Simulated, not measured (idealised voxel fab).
Module name: voxel quadruple lines (process module)
In the cross-section labelled cut, the width is 190 nm and each square cell is 5 nm.
Heads up, the way a cross-section reads in here is a grid of square cells, handed over as bands from the top down, with every band being one or more rows of cells. The band entry comprises the height of the band's top followed by the height of its bottom, expressed in nm, and subsequently the band's materials from left to right, each stated together with its width in nm. Where a single material is marked with the word "edge to edge", that material fills the band from edge to edge. The word "empty" represents empty space. Convention: height 0 is the level below which the wafer, as received, is all one material. The lowest band does not terminate at the bottom but continues downward, represented as "top 0, no bottom". So if you see something like "30->40" for the width, read it as the top row of the band sitting at the first number and the bottom row at the second, with every row in between moving by the same amount as the last. Reading "same as before" for a step: not a cell of the cross-section changed in it. The entry "Non-vented voids" lists the empty spaces that cover at least 8 cells and have no open path to the top. Each is written as width x height at distance, where the distance is measured from the left edge and all three values are in nm. If you see something after the settings on a step's line, that's the simulator's own remark about that step. overlay nm: step with mask; distance mask lay right of planned place; negative value = left of planned place.

Listed below are the process steps as planned:
1: RECEIVE [material Si]
2: CONFORMAL_DEP [material SiO2] [thk nm 5]
3: DIRECTIONAL_DEP [material Ru] [thk nm 10]
4: DIRECTIONAL_DEP [material polySi] [thk nm 15]
5: DIRECTIONAL_DEP [material aC] [thk nm 25]
6: PATTERN [tone cover] [mask id MANDREL] [material resist] [width nm 30] [thk nm 30] [overlay nm 0]
7: DIRECTIONAL_ETCH [etch materials aC] [depth nm 25]
8: STRIP [etch materials resist]
9: CONFORMAL_DEP [material SiO2] [thk nm 10]
10: DIRECTIONAL_ETCH [etch materials SiO2] [depth nm 10]
11: STRIP [etch materials aC]
12: DIRECTIONAL_ETCH [etch materials polySi] [depth nm 15]
13: STRIP [etch materials SiO2]
14: CONFORMAL_DEP [material SiCN] [thk nm 10]
15: DIRECTIONAL_ETCH [etch materials SiCN] [depth nm 10]
16: STRIP [etch materials polySi]
17: DIRECTIONAL_ETCH [etch materials Ru] [depth nm 10]
18: STRIP [etch materials SiCN]

Wafer as received: cross-section following step 1:
- top 0, no bottom = Si edge to edge
- Non-vented voids: none

Module complete - cross-section of the first of two wafers, run according to plan:
- top 15, bottom 5 = empty 60, Ru 10, empty 10, Ru 10, empty 10, Ru 10, empty 10, Ru 10, empty 60
- top 5, bottom 0 = SiO2 edge to edge
- top 0, no bottom = Si edge to edge
- Non-vented voids: none

Presented here is a cross-section of the second of the two wafers as it stood at the end of the module. It was started in the same manner and assigned the same plan as the first wafer; however, one mistake was made in its execution:
- top 15, bottom 5 = empty 70, Ru 10, empty 10, Ru 10, empty 10, Ru 10, empty 70
- top 5, bottom 0 = SiO2 edge to edge
- top 0, no bottom = Si edge to edge
- Non-vented voids: none
Error vs. plan: step 6 did not use the planned setting and instead ran as PATTERN [tone open] [mask id MANDREL] [material resist] [width nm 30] [thk nm 30] [overlay nm 0]
Final cells, second wafer relative to first, materials higher or lower: -4 Ru
